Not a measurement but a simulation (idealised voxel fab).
The process module presented herein is designated voxel trench capacitor.
The cross-section shown here is cut; it is 295 nm wide and divided into square cells measuring 5 nm on a side.
The cross-sections in this document take the form of a grid made of square cells. They are written out as bands, in order from top to bottom. Each band consists of one or more rows of cells. First you get the band's top height and its bottom height, in nm, and then the materials it's made of, left to right, with each width in nm. If you see a single material with "full width", that one covers the band edge to edge. "air" is empty space. Beneath 0, the wafer as received is one material, and that level is where height counting begins. The lowest band goes on downward without a bottom; it is written like "0..down". A two-number width, for instance "30..40", indicates that the width is equal to the first number in the top row of the band and to the second number in the bottom row, and that it changes by a constant amount per row of cells. Reading "no modifications" for a step: not a cell of the cross-section changed in it. Any empty space of 8 cells or more lacking an open way to the top shows up in "Closed-off voids" as width x height at distance, distance from the left edge, in nm. That trailing text on a step's line, after the settings, is the simulator's own remark on the step. On any step carrying a mask, the "overlay nm" setting, if present on the step's line, tells how far right of its planned place the mask lay; negative values point to the left.
-- This section lists the process steps that were planned
1,RECEIVE | material Si
2,CONFORMAL_DEP | material SiN | thk nm 5
3,DIRECTIONAL_DEP | material aC | thk nm 10
4,PATTERN | tone open | mask id TRENCH | material resist | width nm 20 | pitch nm 50 | thk nm 30 | overlay nm 0
5,DIRECTIONAL_ETCH | etch materials aC | depth nm 10
6,STRIP | etch materials resist
7,DIRECTIONAL_ETCH | etch materials SiN | depth nm 5
8,DIRECTIONAL_ETCH | etch materials Si | depth nm 35
9,STRIP | etch materials aC
10,CONFORMAL_DEP | material SiO2 | thk nm 5
11,FILL_DEP | material polySi | thk nm 10
12,CMP | height nm 5
-- Here's what the wafer looked like in cross-section when it arrived - that's after step 1
  0..down: Si full width
  Closed-off voids: none
-- Cross-section: first of two wafers, module finished, run according to plan
  5..0: SiN 60 nm, SiO2 5 nm, polySi 10 nm, SiO2 5 nm, SiN 30 nm, SiO2 5 nm, polySi 10 nm, SiO2 5 nm, SiN 30 nm, SiO2 5 nm, polySi 10 nm, SiO2 5 nm, SiN 30 nm, SiO2 5 nm, polySi 10 nm, SiO2 5 nm, SiN 65 nm
  0..-30: Si 60 nm, SiO2 5 nm, polySi 10 nm, SiO2 5 nm, Si 30 nm, SiO2 5 nm, polySi 10 nm, SiO2 5 nm, Si 30 nm, SiO2 5 nm, polySi 10 nm, SiO2 5 nm, Si 30 nm, SiO2 5 nm, polySi 10 nm, SiO2 5 nm, Si 65 nm
  -30..-35: Si 60 nm, SiO2 20 nm, Si 30 nm, SiO2 20 nm, Si 30 nm, SiO2 20 nm, Si 30 nm, SiO2 20 nm, Si 65 nm
  -35..down: Si full width
  Closed-off voids: none
-- Second wafer cross-section at end of module - shared start and plan with the first, one mistake in the run
  5..0: SiN 55 nm, SiO2 5 nm, polySi 20 nm, SiO2 5 nm, SiN 20 nm, SiO2 5 nm, polySi 20 nm, SiO2 5 nm, SiN 20 nm, SiO2 5 nm, polySi 20 nm, SiO2 5 nm, SiN 20 nm, SiO2 5 nm, polySi 20 nm, SiO2 5 nm, SiN 60 nm
  0..-30: Si 55 nm, SiO2 5 nm, polySi 20 nm, SiO2 5 nm, Si 20 nm, SiO2 5 nm, polySi 20 nm, SiO2 5 nm, Si 20 nm, SiO2 5 nm, polySi 20 nm, SiO2 5 nm, Si 20 nm, SiO2 5 nm, polySi 20 nm, SiO2 5 nm, Si 60 nm
  -30..-35: Si 55 nm, SiO2 30 nm, Si 20 nm, SiO2 30 nm, Si 20 nm, SiO2 30 nm, Si 20 nm, SiO2 30 nm, Si 60 nm
  -35..down: Si full width
  Closed-off voids: none
Misprocessing identified: step 4 off recipe, ran as PATTERN | tone open | mask id TRENCH | material resist | width nm 30 | pitch nm 50 | thk nm 30 | overlay nm 0
Cell-count delta at end, second wafer over first, by material: 56 fewer of Si | 8 fewer of SiN | 8 more of SiO2 | 56 more of polySi
